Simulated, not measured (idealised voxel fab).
Module name: voxel transistor to metal (process module)
Xsec cut, 160 nm wide, square cell size 5 nm.
A cross-section is written here as square cells arranged in a grid, and it is given in bands from the top down, each band taking up one or more rows of cells. Read a band's entry like this: the first values are the height of its top and the height of its bottom in nm, and what follows is the sequence of materials from left to right, each with its width in nm. Note that "air" is empty space, and that a single material marked "everywhere" reaches across the band from edge to edge. Zero point of the height axis is 0; under it, received wafer = one material. Lowest band: continues down indefinitely, "0 -> down". A width such as "30 to 40" changes by the same amount from each row of cells to the next, from the band's top row to its bottom row. What does "nothing different" mean for a step? It means no cell of the cross-section changed in that step. Closed empty spaces (no open way to the top) of 8 cells or more are what "Unvented cavities" lists, each as width x height at distance from the left edge, nm for all three. It should be noted that, on the line of a given step, the content following the step's settings is a remark produced by the simulator itself with respect to that step. overlay nm: how far to the right of its planned place the mask lay on this masked step (negative: to the left).
# Planned step list for the process
- 1: RECEIVE with material Si
- 2: OXIDIZE with depth nm 5
- 3: CONFORMAL_DEP with material SiN, thk nm 15
- 4: PATTERN with tone cover, mask id ACTIVE, material resist, width nm 120, thk nm 15, overlay nm 0
- 5: DIRECTIONAL_ETCH with etch materials SiN, depth nm 15
- 6: DIRECTIONAL_ETCH with etch materials SiO2, depth nm 5
- 7: DIRECTIONAL_ETCH with etch materials Si, depth nm 35
- 8: STRIP with etch materials resist
- 9: OXIDIZE with depth nm 5
- 10: FILL_DEP with material SiO2, thk nm 5
- 11: CMP with height nm 15
- 12: SELECTIVE_ETCH with etch materials SiO2, depth nm 5
- 13: STRIP with etch materials SiN
- 14: SELECTIVE_ETCH with etch materials SiO2, depth nm 5
- 15: OXIDIZE with depth nm 5
- 16: DIRECTIONAL_DEP with material polySi, thk nm 20
- 17: DIRECTIONAL_DEP with material SiCN, thk nm 10
- 18: MASKED_ETCH with tone cover, mask id GATE, width nm 30, etch materials SiCN, depth nm 20, overlay nm 0
- 19: MASKED_ETCH with tone cover, mask id GATE, width nm 30, etch materials polySi, depth nm 30, overlay nm 0
- 20: CONFORMAL_DEP with material SiO2, thk nm 5
- 21: DIRECTIONAL_ETCH with etch materials SiO2, depth nm 5
- 22: CONFORMAL_DEP with material SiN, thk nm 5
- 23: DIRECTIONAL_ETCH with etch materials SiN, depth nm 5
- 24: DIRECTIONAL_ETCH with etch materials SiO2, depth nm 5
- 25: DIRECTIONAL_ETCH with etch materials Si, depth nm 15
- 26: EPI with material SiGe, thk nm 20
- 27: FILL_DEP with material SiO2, thk nm 10
- 28: CMP with height nm 15
- 29: STRIP with etch materials polySi
- 30: SELECTIVE_ETCH with etch materials SiO2, depth nm 5
- 31: CONFORMAL_DEP with material HfO2, thk nm 5
- 32: CONFORMAL_DEP with material TiN, thk nm 5
- 33: FILL_DEP with material W, thk nm 10
- 34: CMP with height nm 10
- 35: DIRECTIONAL_DEP with material SiO2, thk nm 10
- 36: PATTERN with tone open, mask id CONTACT, material resist, width nm 20, pitch nm 90, thk nm 15, overlay nm 0
- 37: DIRECTIONAL_ETCH with etch materials SiO2, depth nm 25
- 38: STRIP with etch materials resist
- 39: CONFORMAL_DEP with material TiN, thk nm 5
- 40: FILL_DEP with material W, thk nm 5
- 41: CMP with height nm 20
- 42: DIRECTIONAL_DEP with material TiN, thk nm 5
- 43: DIRECTIONAL_DEP with material W, thk nm 20
- 44: PATTERN with tone cover, mask id METAL_1, material resist, width nm 20, pitch nm 90, thk nm 20, overlay nm 0
- 45: DIRECTIONAL_ETCH with etch materials W, depth nm 20
- 46: DIRECTIONAL_ETCH with etch materials TiN, depth nm 5
- 47: STRIP with etch materials resist
- 48: CONFORMAL_DEP with material SiN, thk nm 5
- 49: FILL_DEP with material SiO2, thk nm 10
- 50: CMP with height nm 45
- 51: CONFORMAL_DEP with material SiCN, thk nm 5
- 52: DIRECTIONAL_DEP with material SiO2, thk nm 35
- 53: PATTERN with tone open, mask id METAL_2_HOLES, material resist, width nm 15, pitch nm 90, thk nm 20, overlay nm 0
- 54: DIRECTIONAL_ETCH with etch materials SiO2, depth nm 35
- 55: STRIP with etch materials resist
- 56: PATTERN with tone open, mask id METAL_2, material resist, width nm 20, pitch nm 90, thk nm 15, overlay nm 0
- 57: DIRECTIONAL_ETCH with etch materials SiO2, depth nm 20
- 58: DIRECTIONAL_ETCH with etch materials SiCN, depth nm 5
- 59: STRIP with etch materials resist
- 60: CONFORMAL_DEP with material TiN, thk nm 5
- 61: FILL_DEP with material Cu, thk nm 10
- 62: CMP with height nm 85
- 63: CONFORMAL_DEP with material SiCN, thk nm 5
# As received (post step 1): cross-section
0 -> down: Si everywhere
Unvented cavities: none
# Below is the wafer in cross-section after the module was completed. It began from the starting point shown above and followed the plan shown above, except that one mistake was made while running it
90 -> 85: SiCN everywhere
85 -> 70: SiO2 20 nm; TiN 5 nm; Cu 10 nm; TiN 5 nm; SiO2 70 nm; TiN 5 nm; Cu 10 nm; TiN 5 nm; SiO2 30 nm
70 -> 65: SiO2 20 nm; TiN 10 nm; Cu 5 nm; TiN 5 nm; SiO2 70 nm; TiN 10 nm; Cu 5 nm; TiN 5 nm; SiO2 30 nm
65 -> 50: SiO2 25 nm; TiN 5 nm; Cu 5 nm; TiN 5 nm; SiO2 75 nm; TiN 5 nm; Cu 5 nm; TiN 5 nm; SiO2 30 nm
50 -> 45: SiCN 25 nm; TiN 15 nm; SiCN 75 nm; TiN 15 nm; SiCN 30 nm
45 -> 25: SiO2 20 nm; SiN 5 nm; W 20 nm; SiN 5 nm; SiO2 60 nm; SiN 5 nm; W 20 nm; SiN 5 nm; SiO2 20 nm
25 -> 20: SiN 25 nm; TiN 20 nm; SiN 70 nm; TiN 20 nm; SiN 25 nm
20 -> 15: SiO2 25 nm; TiN 5 nm; W 10 nm; TiN 5 nm; SiO2 70 nm; TiN 5 nm; W 10 nm; TiN 5 nm; SiO2 25 nm
15 -> 10: SiO2 25 nm; TiN 20 nm; SiO2 70 nm; TiN 20 nm; SiO2 25 nm
10 -> 5: SiO2 25 nm; TiN 10 nm; SiGe 20 nm; SiN 5 nm; HfO2 5 nm; TiN 5 nm; W 20 nm; TiN 5 nm; HfO2 5 nm; SiN 5 nm; SiGe 20 nm; TiN 10 nm; SiO2 25 nm
5 -> 0: SiO2 20 nm; SiN 5 nm; TiN 10 nm; SiGe 20 nm; SiN 5 nm; HfO2 5 nm; TiN 5 nm; W 20 nm; TiN 5 nm; HfO2 5 nm; SiN 5 nm; SiGe 20 nm; TiN 10 nm; SiN 5 nm; SiO2 20 nm
0 -> -5: SiO2 20 nm; SiN 5 nm; TiN 10 nm; SiGe 20 nm; SiN 5 nm; HfO2 5 nm; TiN 30 nm; HfO2 5 nm; SiN 5 nm; SiGe 20 nm; TiN 10 nm; SiN 5 nm; SiO2 20 nm
-5 -> -10: SiO2 25 nm; SiGe 30 nm; SiO2 5 nm; HfO2 40 nm; SiO2 5 nm; SiGe 30 nm; SiO2 25 nm
-10 -> -25: SiO2 25 nm; SiGe 30 nm; Si 50 nm; SiGe 30 nm; SiO2 25 nm
-25 -> -45: SiO2 25 nm; Si 110 nm; SiO2 25 nm
-45 -> down: Si everywhere
Unvented cavities: none
Which mistake was made when the wafer was run? heads up, step 56 didn't go per plan, it actually ran as PATTERN with tone open, mask id METAL_2, material resist, width nm 20, pitch nm 90, thk nm 15, overlay nm -5
